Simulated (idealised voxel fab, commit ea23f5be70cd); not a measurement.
This is a process module. Its name is voxel tone inversion.
Cross-sectional view cut (width: 255 nm; square cell size: 5 nm).
In this document a cross-section is written as a grid of square cells. It is given as a series of bands, listed from the top down, and a band is one or more rows of cells. Quick guide to a band line: top height, bottom height (nm) up front; then every material left to right with its width in nm. Only one material and it's marked "full width"? Then it fills the band edge to edge. And "blank" just means empty space. Beneath 0, the wafer as received is one material, and that level is where height counting begins. The lowest band goes on downward without a bottom; it is written like "0 nm and below". It should be noted that a width expressed as "30 to 40" varies in equal increments from row to row of cells within the band, taking the value of the first number at the top row and that of the second number at the bottom row. "nothing altered", as given for a step, is the statement that not any cell of the cross-section underwent a change during that step. "Enclosed internal cavities" lists enclosed empty spaces (at least 8 cells, no open path upward to the top), each as width x height at distance from the left edge, in nm. On each step's line, the part that comes after the settings is the simulator's own comment on the step. The "overlay nm" setting may appear on a step's line; for a step that uses a mask, it gives how far to the right of its planned position the mask lay, and a negative value indicates the left.
Intended process steps:
| 1 | RECEIVE | material Si |
| 2 | CONFORMAL_DEP | material SiN | thk nm 5 |
| 3 | DIRECTIONAL_DEP | material aC | thk nm 25 |
| 4 | PATTERN | tone cover | mask id POSTS | material resist | width nm 15 | pitch nm 35 | thk nm 35 | overlay nm 0 |
| 5 | DIRECTIONAL_ETCH | etch materials aC | depth nm 25 |
| 6 | STRIP | etch materials resist |
| 7 | FILL_DEP | material lowk | thk nm 10 |
| 8 | CMP | height nm 30 |
| 9 | STRIP | etch materials aC |
| 10 | CONFORMAL_DEP | material TiN | thk nm 5 |
| 11 | FILL_DEP | material Cu | thk nm 10 |
| 12 | CMP | height nm 30 |
| 13 | CONFORMAL_DEP | material SiN | thk nm 5 |
Wafer at receipt (post step 1), cross-section:
- 0 nm and below = Si full width
- Enclosed internal cavities: none
First of two wafers at the end of the module, shown in cross-section; run carried out as planned:
- 35 nm to 30 nm = SiN full width
- 30 nm to 10 nm = lowk=100 / TiN=5 / Cu=5 / TiN=5 / lowk=20 / TiN=5 / Cu=5 / TiN=5 / lowk=105
- 10 nm to 5 nm = lowk=100 / TiN=15 / lowk=20 / TiN=15 / lowk=105
- 5 nm to 0 nm = SiN full width
- 0 nm and below = Si full width
- Enclosed internal cavities: none
Second wafer of the two, sectioned at the end of the module. It began like the first and followed the same plan, but one mistake was made while running it:
- 35 nm to 30 nm = lowk full width
- 30 nm to 10 nm = lowk=100 / TiN=5 / Cu=5 / TiN=5 / lowk=20 / TiN=5 / Cu=5 / TiN=5 / lowk=105
- 10 nm to 5 nm = lowk=100 / TiN=15 / lowk=20 / TiN=15 / lowk=105
- 5 nm to 0 nm = SiN full width
- 0 nm and below = Si full width
- Enclosed internal cavities: none
Nonconformance to the process plan: step 13: run off-plan, actual operation and settings CONFORMAL_DEP | material lowk | thk nm 5
Materials where the second wafer ends with more or fewer cells than the first: SiN -51; lowk +51
